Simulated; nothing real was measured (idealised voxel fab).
The following is a process module called voxel gate over fins.
Section shown: cut. Width: 145 nm. Cell size: 5 nm, square.
How to read a cross-section here: the picture is a grid of square cells, written as bands going from the top down, and any band can span one or more rows of cells. Quick guide to a band line: top height, bottom height (nm) up front; then every material left to right with its width in nm. Only one material and it's marked "all across"? Then it fills the band edge to edge. And "air" just means empty space. Height datum 0, below which the as-received substrate wafer is one material. Lowest band open at the bottom, running downward: "0 and below". Per-row width for "30->40": begins at first number (top row of band), ends at second number (bottom row), increment between rows held constant. It should be understood that the words "identical to before", when stated for a given step, signify that the cross-section underwent no change in any of its cells during that step. Listed in "Entrapped voids": every empty space of 8 or more cells without an open way to the top. Form: width x height at distance, the distance being from the left edge, all in nm. Step line, after settings: the simulator's comment on this step. If you see "overlay nm" on a step's line and that step has a mask, it's telling you how far right of where it was planned the mask ended up; a negative number means it went left instead.

**The process steps that were planned are listed below**
1) RECEIVE [material Si]
2) CONFORMAL_DEP [material SiN] [thk nm 10]
3) DIRECTIONAL_DEP [material aC] [thk nm 15]
4) PATTERN [tone cover] [mask id FINS] [material resist] [width nm 15] [pitch nm 40] [thk nm 35] [overlay nm 0]
5) DIRECTIONAL_ETCH [etch materials aC] [depth nm 15]
6) STRIP [etch materials resist]
7) DIRECTIONAL_ETCH [etch materials SiN] [depth nm 10]
8) DIRECTIONAL_ETCH [etch materials Si] [depth nm 30]
9) STRIP [etch materials aC]
10) OXIDIZE [depth nm 5]
11) FILL_DEP [material SiO2] [thk nm 10]
12) CMP [height nm 10]
13) SELECTIVE_ETCH [etch materials SiO2] [depth nm 25]
14) STRIP [etch materials SiN]
15) CONFORMAL_DEP [material HfO2] [thk nm 5]
16) CONFORMAL_DEP [material TiN] [thk nm 5]
17) FILL_DEP [material W] [thk nm 10]
18) CMP [height nm 15]
19) CONFORMAL_DEP [material SiN] [thk nm 5]

**Here's what the wafer looked like in cross-section when it arrived - that's after step 1**
  0 and below  Si all across
  Entrapped voids: none

**Cross-sectional image of the first of two wafers at the end of the module, the run having proceeded as planned**
  20 down to 15  SiN all across
  15 down to 10  W all across
  10 down to 5  20 W  25 TiN  15 W  25 TiN  15 W  25 TiN  20 W
  5 down to 0  20 W  5 TiN  15 HfO2  5 TiN  15 W  5 TiN  15 HfO2  5 TiN  15 W  5 TiN  15 HfO2  5 TiN  20 W
  0 down to -5  20 W  5 TiN  5 HfO2  5 Si  5 HfO2  5 TiN  15 W  5 TiN  5 HfO2  5 Si  5 HfO2  5 TiN  15 W  5 TiN  5 HfO2  5 Si  5 HfO2  5 TiN  20 W
  -5 down to -10  25 TiN  5 HfO2  5 Si  5 HfO2  25 TiN  5 HfO2  5 Si  5 HfO2  25 TiN  5 HfO2  5 Si  5 HfO2  25 TiN
  -10 down to -15  30 HfO2  5 Si  35 HfO2  5 Si  35 HfO2  5 Si  30 HfO2
  -15 down to -35  30 SiO2  5 Si  35 SiO2  5 Si  35 SiO2  5 Si  30 SiO2
  -35 and below  Si all across
  Entrapped voids: none

**The second wafer, shown in cross-section after the module: started the same way as the first and given the same plan, yet one mistake crept into how it was run**
  20 down to 15  SiN all across
  15 down to 10  W all across
  10 down to 5  20 W  30 TiN  10 W  30 TiN  10 W  30 TiN  15 W
  5 down to 0  20 W  5 TiN  20 HfO2  5 TiN  10 W  5 TiN  20 HfO2  5 TiN  10 W  5 TiN  20 HfO2  5 TiN  15 W
  0 down to -5  20 W  5 TiN  5 HfO2  10 Si  5 HfO2  5 TiN  10 W  5 TiN  5 HfO2  10 Si  5 HfO2  5 TiN  10 W  5 TiN  5 HfO2  10 Si  5 HfO2  5 TiN  15 W
  -5 down to -10  25 TiN  5 HfO2  10 Si  5 HfO2  20 TiN  5 HfO2  10 Si  5 HfO2  20 TiN  5 HfO2  10 Si  5 HfO2  20 TiN
  -10 down to -15  30 HfO2  10 Si  30 HfO2  10 Si  30 HfO2  10 Si  25 HfO2
  -15 down to -35  30 SiO2  10 Si  30 SiO2  10 Si  30 SiO2  10 Si  25 SiO2
  -35 and below  Si all across
  Entrapped voids: none
what went wrong: heads up, step 4 didn't go per plan, it actually ran as PATTERN [tone cover] [mask id FINS] [material resist] [width nm 20] [pitch nm 40] [thk nm 35] [overlay nm 0]
In the final state, the cell counts of the second wafer exceed or fall short of those of the first for the following materials: 21 more of Si; 12 fewer of SiO2; 9 fewer of W
